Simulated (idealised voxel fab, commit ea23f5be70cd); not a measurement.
The following process module bears the name voxel gate over fins.
Shown is cross-section cut, with a width of 225 nm and square cells of size 5 nm.
A cross-section in this document is a grid of square cells, and it is written down as bands, the top band listed before the ones below it; a band is made up of one or more rows of cells. Look at the band entry: it leads with the top's height and the bottom's height in nm. Then it lists the materials left to right, with a width in nm for each. The word "all across" on a single material says that material fills the band edge to edge. The word "empty" is empty space. Heads up on the height convention: 0 is the point under which the incoming wafer is all one material, and the lowest band has no bottom, it just keeps going down, like "0 down". A width such as "30 to 40" changes by the same amount from each row of cells to the next, from the band's top row to its bottom row. "no alteration" after a step means that no cell of the cross-section changed. "Internal closed voids": sealed empty spaces, 8 cells or more, no open way to top, listed width x height at distance, with distance from the left edge and width, height and distance in nm. On a step's line, text after the settings is the simulator commenting on that step. Each step line may optionally specify "overlay nm", which for a step with a mask gives the rightward distance between the mask's planned place and where it lay, a negative value indicating the leftward direction.
-- Listed below are the process steps as planned
1 RECEIVE [material Si]
2 CONFORMAL_DEP [material SiN] [thk nm 10]
3 MASKED_ETCH [tone cover] [mask id FINS] [width nm 15] [pitch nm 60] [etch materials SiN] [depth nm 10] [overlay nm 0]
4 MASKED_ETCH [tone cover] [mask id FINS] [width nm 15] [pitch nm 60] [etch materials Si] [depth nm 40] [overlay nm 0]
5 OXIDIZE [depth nm 5]
6 FILL_DEP [material SiO2] [thk nm 10]
7 CMP [height nm 10]
8 MASKED_ETCH [tone open] [mask id RAIL] [width nm 15] [etch materials SiO2] [depth nm 45] [overlay nm 0]
9 CONFORMAL_DEP [material TiN] [thk nm 5]
10 FILL_DEP [material W] [thk nm 10]
11 CMP [height nm 10]
12 SELECTIVE_ETCH [etch materials W Ru TiN] [depth nm 30]
13 FILL_DEP [material SiO2] [thk nm 5]
14 CMP [height nm 10]
15 SELECTIVE_ETCH [etch materials SiO2] [depth nm 20]
16 STRIP [etch materials SiN]
17 CONFORMAL_DEP [material HfO2] [thk nm 5]
18 CONFORMAL_DEP [material TiN] [thk nm 5]
19 FILL_DEP [material W] [thk nm 15]
20 CMP [height nm 20]
21 CONFORMAL_DEP [material SiCN] [thk nm 5]
-- Cross-section, incoming material, after step 1
	0 down | Si all across
	Internal closed voids: none
-- What the wafer looks like in cross-section after this module, when it starts as shown above and follows the plan above but one mistake is made in running it
	25 to 20 | SiCN all across
	20 to 10 | W all across
	10 to 5 | W 40 | TiN 25 | W 35 | TiN 25 | W 35 | TiN 25 | W 40
	5 to 0 | W 35 | TiN 10 | HfO2 15 | TiN 10 | W 25 | TiN 10 | HfO2 15 | TiN 10 | W 25 | TiN 10 | HfO2 15 | TiN 10 | W 35
	0 to -5 | TiN 40 | HfO2 10 | Si 5 | HfO2 10 | TiN 35 | HfO2 10 | Si 5 | HfO2 10 | TiN 35 | HfO2 10 | Si 5 | HfO2 10 | TiN 40
	-5 to -10 | HfO2 45 | Si 15 | HfO2 45 | Si 15 | HfO2 45 | Si 15 | HfO2 45
	-10 to -20 | SiO2 45 | Si 15 | SiO2 45 | Si 15 | SiO2 45 | Si 15 | SiO2 45
	-20 to -30 | SiO2 45 | Si 15 | SiO2 15 | TiN 5 | W 5 | TiN 5 | SiO2 15 | Si 15 | SiO2 45 | Si 15 | SiO2 45
	-30 to -35 | SiO2 45 | Si 15 | SiO2 15 | TiN 15 | SiO2 15 | Si 15 | SiO2 45 | Si 15 | SiO2 45
	-35 to -45 | SiO2 45 | Si 15 | SiO2 45 | Si 15 | SiO2 45 | Si 15 | SiO2 45
	-45 down | Si all across
	Internal closed voids: none
It is concluded that the wafer was processed incorrectly with respect to the plan, in that planned and actual differ for step 4; actual: MASKED_ETCH [tone cover] [mask id FINS] [width nm 25] [pitch nm 60] [etch materials Si] [depth nm 40] [overlay nm 0]
